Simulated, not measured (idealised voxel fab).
Process module under the name voxel air gaps
Cross-sectional view cut (width: 215 nm; square cell size: 5 nm).
Cross-section layout: square cells on a grid; listed as bands, top to bottom; a band spans one or more cell rows. This entry defines a band. It first specifies the height of the band's top and the height of its bottom in nm, and then specifies the band's materials from left to right, stating each material with its width in nm. The word "full width" identifies a single material that fills the band from edge to edge, while the word "empty" identifies empty space. Below 0: as-received wafer, all one material; heights counted from there. Lowest band: no bottom, goes on down, written "from 0 down". Per-row width for "30..40": begins at first number (top row of band), ends at second number (bottom row), increment between rows held constant. "nothing different" means the step left every cell of the cross-section as it was. Closed empty spaces (no open way to the top) of 8 cells or more are what "Sealed-off cavities" lists, each as width x height at distance from the left edge, nm for all three. Read whatever lies past the settings on a step's line as the simulator's own remark about the step. overlay nm: how far to the right of its planned place the mask lay on this masked step (negative: to the left). Pairs ahead. Before: cross-section ahead of one process step. After: cross-section once the step is done, shown to the lowest changed band only. Under each pair: that step, with settings. Caution: pairs may come from different runs of this module on the same starting wafer; a pair follows the pair above only where its "Pre-step snapshot" entry says so.
PRE-STEP SNAPSHOT
    from 50 to 20 = 25 SiO2; 15 empty; 30 SiO2; 15 empty; 30 SiO2; 15 empty; 30 SiO2; 15 empty; 40 SiO2
    from 20 to 15 = SiCN full width
    from 15 to 0 = SiO2 full width
    from 0 down = Si full width
    Sealed-off cavities: none
STEP OUTCOME
    from 55 to 50 = 30 TiN; 5 empty; 40 TiN; 5 empty; 40 TiN; 5 empty; 40 TiN; 5 empty; 45 TiN
    from 50 to 25 = 25 SiO2; 5 TiN; 5 empty; 5 TiN; 30 SiO2; 5 TiN; 5 empty; 5 TiN; 30 SiO2; 5 TiN; 5 empty; 5 TiN; 30 SiO2; 5 TiN; 5 empty; 5 TiN; 40 SiO2
    from 25 to 20 = 25 SiO2; 15 TiN; 30 SiO2; 15 TiN; 30 SiO2; 15 TiN; 30 SiO2; 15 TiN; 40 SiO2
    Below 20, the layers are the same as they were.
    Sealed-off cavities: none
Step, before to after (see cross-sections above): CONFORMAL_DEP, material TiN, thk nm 5
Pre-step snapshot: after-step cross-section of the pair just above applies.
STEP OUTCOME
    from 60 to 55 = W full width
    from 55 to 50 = 30 TiN; 5 W; 40 TiN; 5 W; 40 TiN; 5 W; 40 TiN; 5 W; 45 TiN
    from 50 to 25 = 25 SiO2; 5 TiN; 5 W; 5 TiN; 30 SiO2; 5 TiN; 5 W; 5 TiN; 30 SiO2; 5 TiN; 5 W; 5 TiN; 30 SiO2; 5 TiN; 5 W; 5 TiN; 40 SiO2
    Below 25, the layers are the same as they were.
    Sealed-off cavities: none
Step, before to after (see cross-sections above): FILL_DEP, material W, thk nm 5
Pre-step snapshot: after-step cross-section of the pair just above applies.
STEP OUTCOME
    from 50 to 25 = 25 SiO2; 5 TiN; 5 W; 5 TiN; 30 SiO2; 5 TiN; 5 W; 5 TiN; 30 SiO2; 5 TiN; 5 W; 5 TiN; 30 SiO2; 5 TiN; 5 W; 5 TiN; 40 SiO2
    Below 25, the layers are the same as they were.
    Sealed-off cavities: none
Step, before to after (see cross-sections above): CMP, height nm 50
Pre-step snapshot: after-step cross-section of the pair just above applies.
STEP OUTCOME
    from 60 to 50 = 15 empty; 35 Ru; 10 empty; 35 Ru; 10 empty; 35 Ru; 10 empty; 35 Ru; 30 empty
    Below 50, the layers are the same as they were.
    Sealed-off cavities: none
Step, before to after (see cross-sections above): EPI, material Ru, thk nm 10
Pre-step snapshot: after-step cross-section of the pair just above applies.
STEP OUTCOME
    from 60 to 50 = 15 empty; 35 Ru; 10 empty; 35 Ru; 10 empty; 35 Ru; 10 empty; 35 Ru; 30 empty
    from 50 to 25 = 25 empty; 5 TiN; 5 W; 5 TiN; 30 empty; 5 TiN; 5 W; 5 TiN; 30 empty; 5 TiN; 5 W; 5 TiN; 30 empty; 5 TiN; 5 W; 5 TiN; 40 empty
    from 25 to 20 = 25 empty; 15 TiN; 30 empty; 15 TiN; 30 empty; 15 TiN; 30 empty; 15 TiN; 40 empty
    Below 20, the layers are the same as they were.
    Sealed-off cavities: none
Step, before to after (see cross-sections above): SELECTIVE_ETCH, etch materials SiO2, depth nm 40
Pre-step snapshot: after-step cross-section of the pair just above applies.
STEP OUTCOME
    from 65 to 60 = 10 empty; 180 SiCN; 25 empty
    from 60 to 50 = 10 empty; 5 SiCN; 35 Ru; 10 SiCN; 35 Ru; 10 SiCN; 35 Ru; 10 SiCN; 35 Ru; 5 SiCN; 25 empty
    from 50 to 45 = 10 empty; 15 SiCN; 5 TiN; 5 W; 5 TiN; 30 SiCN; 5 TiN; 5 W; 5 TiN; 30 SiCN; 5 TiN; 5 W; 5 TiN; 30 SiCN; 5 TiN; 5 W; 5 TiN; 15 SiCN; 25 empty
    from 45 to 25 = 20 empty; 5 SiCN; 5 TiN; 5 W; 5 TiN; 5 SiCN; 20 empty; 5 SiCN; 5 TiN; 5 W; 5 TiN; 5 SiCN; 20 empty; 5 SiCN; 5 TiN; 5 W; 5 TiN; 5 SiCN; 20 empty; 5 SiCN; 5 TiN; 5 W; 5 TiN; 5 SiCN; 35 empty
    from 25 to 20 = 25 SiCN; 15 TiN; 30 SiCN; 15 TiN; 30 SiCN; 15 TiN; 30 SiCN; 15 TiN; 40 SiCN
    Below 20, the layers are the same as they were.
    Sealed-off cavities: 20 x 20 at 45; 20 x 20 at 90; 20 x 20 at 135
Step, before to after (see cross-sections above): CONFORMAL_DEP, material SiCN, thk nm 5
PRE-STEP SNAPSHOT
    from 20 to 15 = SiCN full width
    from 15 to 0 = SiO2 full width
    from 0 down = Si full width
    Sealed-off cavities: none
STEP OUTCOME
    from 50 to 15 = SiCN full width
    Below 15, the layers are the same as they were.
    Sealed-off cavities: none
Step, before to after (see cross-sections above): DIRECTIONAL_DEP, material SiCN, thk nm 30
Pre-step snapshot: after-step cross-section of the pair just above applies.
STEP OUTCOME
    from 70 to 50 = 30 resist; 15 empty; 30 resist; 15 empty; 30 resist; 15 empty; 30 resist; 15 empty; 35 resist
    Below 50, the layers are the same as they were.
    Sealed-off cavities: none
Step, before to after (see cross-sections above): PATTERN, tone open, mask id LINES, material resist, width nm 15, pitch nm 45, thk nm 20, overlay nm 0
Pre-step snapshot: after-step cross-section of the pair just above applies.
STEP OUTCOME
    from 50 to 15 = SiCN full width
    Below 15, the layers are the same as they were.
    Sealed-off cavities: none
Step, before to after (see cross-sections above): STRIP, etch materials resist
Pre-step snapshot: after-step cross-section of the pair just above applies.
STEP OUTCOME
    from 55 to 50 = TiN full width
    Below 50, the layers are the same as they were.
    Sealed-off cavities: none
Step, before to after (see cross-sections above): CONFORMAL_DEP, material TiN, thk nm 5
Pre-step snapshot: after-step cross-section of the pair just above applies.
STEP OUTCOME
    from 60 to 55 = W full width
    Below 55, the layers are the same as they were.
    Sealed-off cavities: none
Step, before to after (see cross-sections above): FILL_DEP, material W, thk nm 5
Pre-step snapshot: after-step cross-section of the pair just above applies.
STEP OUTCOME
    from 50 to 15 = SiCN full width
    Below 15, the layers are the same as they were.
    Sealed-off cavities: none
Step, before to after (see cross-sections above): CMP, height nm 50
Pre-step snapshot: after-step cross-section of the pair just above applies.
STEP OUTCOME
    from 55 to 15 = SiCN full width
    Below 15, the layers are the same as they were.
    Sealed-off cavities: none
Step, before to after (see cross-sections above): CONFORMAL_DEP, material SiCN, thk nm 5
PRE-STEP SNAPSHOT
    from 50 to 20 = SiO2 full width
    from 20 to 15 = SiCN full width
    from 15 to 0 = SiO2 full width
    from 0 down = Si full width
    Sealed-off cavities: none
STEP OUTCOME
    from 70 to 50 = 30 empty; 15 resist; 30 empty; 15 resist; 30 empty; 15 resist; 30 empty; 15 resist; 35 empty
    Below 50, the layers are the same as they were.
    Sealed-off cavities: none
Step, before to after (see cross-sections above): PATTERN, tone cover, mask id LINES, material resist, width nm 15, pitch nm 45, thk nm 20, overlay nm 0
Pre-step snapshot: after-step cross-section of the pair just above applies.
STEP OUTCOME
    from 70 to 50 = 30 empty; 15 resist; 30 empty; 15 resist; 30 empty; 15 resist; 30 empty; 15 resist; 35 empty
    from 50 to 20 = 30 empty; 15 SiO2; 30 empty; 15 SiO2; 30 empty; 15 SiO2; 30 empty; 15 SiO2; 35 empty
    Below 20, the layers are the same as they were.
    Sealed-off cavities: none
Step, before to after (see cross-sections above): DIRECTIONAL_ETCH, etch materials SiO2, depth nm 30
Pre-step snapshot: after-step cross-section of the pair just above applies.
STEP OUTCOME
    from 50 to 20 = 30 empty; 15 SiO2; 30 empty; 15 SiO2; 30 empty; 15 SiO2; 30 empty; 15 SiO2; 35 empty
    Below 20, the layers are the same as they were.
    Sealed-off cavities: none
Step, before to after (see cross-sections above): STRIP, etch materials resist
Pre-step snapshot: after-step cross-section of the pair just above applies.
STEP OUTCOME
    from 55 to 50 = 25 empty; 25 TiN; 20 empty; 25 TiN; 20 empty; 25 TiN; 20 empty; 25 TiN; 30 empty
    from 50 to 25 = 25 empty; 5 TiN; 15 SiO2; 5 TiN; 20 empty; 5 TiN; 15 SiO2; 5 TiN; 20 empty; 5 TiN; 15 SiO2; 5 TiN; 20 empty; 5 TiN; 15 SiO2; 5 TiN; 30 empty
    from 25 to 20 = 30 TiN; 15 SiO2; 30 TiN; 15 SiO2; 30 TiN; 15 SiO2; 30 TiN; 15 SiO2; 35 TiN
    Below 20, the layers are the same as they were.
    Sealed-off cavities: none
Step, before to after (see cross-sections above): CONFORMAL_DEP, material TiN, thk nm 5
Pre-step snapshot: after-step cross-section of the pair just above applies.
STEP OUTCOME
    from 60 to 55 = W full width
    from 55 to 50 = 25 W; 25 TiN; 20 W; 25 TiN; 20 W; 25 TiN; 20 W; 25 TiN; 30 W
    from 50 to 25 = 25 W; 5 TiN; 15 SiO2; 5 TiN; 20 W; 5 TiN; 15 SiO2; 5 TiN; 20 W; 5 TiN; 15 SiO2; 5 TiN; 20 W; 5 TiN; 15 SiO2; 5 TiN; 30 W
    Below 25, the layers are the same as they were.
    Sealed-off cavities: none
Step, before to after (see cross-sections above): FILL_DEP, material W, thk nm 5
Pre-step snapshot: after-step cross-section of the pair just above applies.
STEP OUTCOME
    from 50 to 25 = 25 W; 5 TiN; 15 SiO2; 5 TiN; 20 W; 5 TiN; 15 SiO2; 5 TiN; 20 W; 5 TiN; 15 SiO2; 5 TiN; 20 W; 5 TiN; 15 SiO2; 5 TiN; 30 W
    Below 25, the layers are the same as they were.
    Sealed-off cavities: none
Step, before to after (see cross-sections above): CMP, height nm 50
Pre-step snapshot: after-step cross-section of the pair just above applies.
STEP OUTCOME
    from 60 to 50 = Ru full width
    Below 50, the layers are the same as they were.
    Sealed-off cavities: none
Step, before to after (see cross-sections above): EPI, material Ru, thk nm 10
Pre-step snapshot: after-step cross-section of the pair just above applies.
STEP OUTCOME
    from 65 to 60 = SiCN full width
    Below 60, the layers are the same as they were.
    Sealed-off cavities: none
Step, before to after (see cross-sections above): CONFORMAL_DEP, material SiCN, thk nm 5
